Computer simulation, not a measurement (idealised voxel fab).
Title: Process Module voxel fin reveal
This is section cut - it's 270 nm across, gridded in 5 nm square cells.
How to read a cross-section here: the picture is a grid of square cells, written as bands going from the top down, and any band can span one or more rows of cells. A band entry consists of two parts. The first gives the height of the band's top and the height of its bottom, in nm. The rest lists the band's materials from left to right, each with its width in nm. A single material labelled with the word "throughout" fills the band from edge to edge, and the word "air" marks empty space. Basically, 0 is our baseline, since under it the wafer straight out of the box is all one material. The bottom band has no lower end and keeps on going down, so it looks like "from 0 down". You'd read "30..40" like this: the band's top row of cells is as wide as the first number, its bottom row is as wide as the second, and going down, every row changes width by the same amount as the row before did. Key: "remained the same" - step with no changed cell in the cross-section. For the entry "Enclosed void entries", the listed items are empty spaces with no open way to the top whose size is 8 cells or more; each item follows the pattern width x height at distance, where distance is from the left edge and all three are in nm. On a step's line, text after the settings is the simulator commenting on that step. Steps that use a mask can have "overlay nm" on their line. It says how far the mask sat to the right of where it was meant to be. Negative means to the left.

# Set out below are the planned steps of the process
- 1: RECEIVE with material Si
- 2: CONFORMAL_DEP with material SiN, thk nm 5
- 3: PATTERN with tone cover, mask id FINS, material resist, width nm 15, pitch nm 45, thk nm 20, overlay nm 0
- 4: DIRECTIONAL_ETCH with etch materials SiN, depth nm 5
- 5: DIRECTIONAL_ETCH with etch materials Si, depth nm 30
- 6: STRIP with etch materials resist
- 7: FILL_DEP with material SiO2, thk nm 15
- 8: CMP with height nm 5
- 9: SELECTIVE_ETCH with etch materials SiO2, depth nm 15
- 10: STRIP with etch materials SiN
- 11: CONFORMAL_DEP with material HfO2, thk nm 5

# Here's what the wafer looked like in cross-section when it arrived - that's after step 1
* from 0 down  Si throughout
* Enclosed void entries: none

# Wafer at module end, in section. Began as above, planned as above, run with one mistake
* from 5 to 0  air (80), HfO2 (25), air (20), HfO2 (25), air (20), HfO2 (25), air (75)
* from 0 to -5  air (80), HfO2 (5), Si (15), HfO2 (5), air (20), HfO2 (5), Si (15), HfO2 (5), air (20), HfO2 (5), Si (15), HfO2 (5), air (75)
* from -5 to -10  HfO2 (85), Si (15), HfO2 (30), Si (15), HfO2 (30), Si (15), HfO2 (80)
* from -10 to -30  SiO2 (85), Si (15), SiO2 (30), Si (15), SiO2 (30), Si (15), SiO2 (80)
* from -30 down  Si throughout
* Enclosed void entries: none
Deviation noted in wafer processing: off-plan run, step 3, actual operation and settings PATTERN with tone cover, mask id FINS, material resist, width nm 15, pitch nm 45, thk nm 20, overlay nm 5
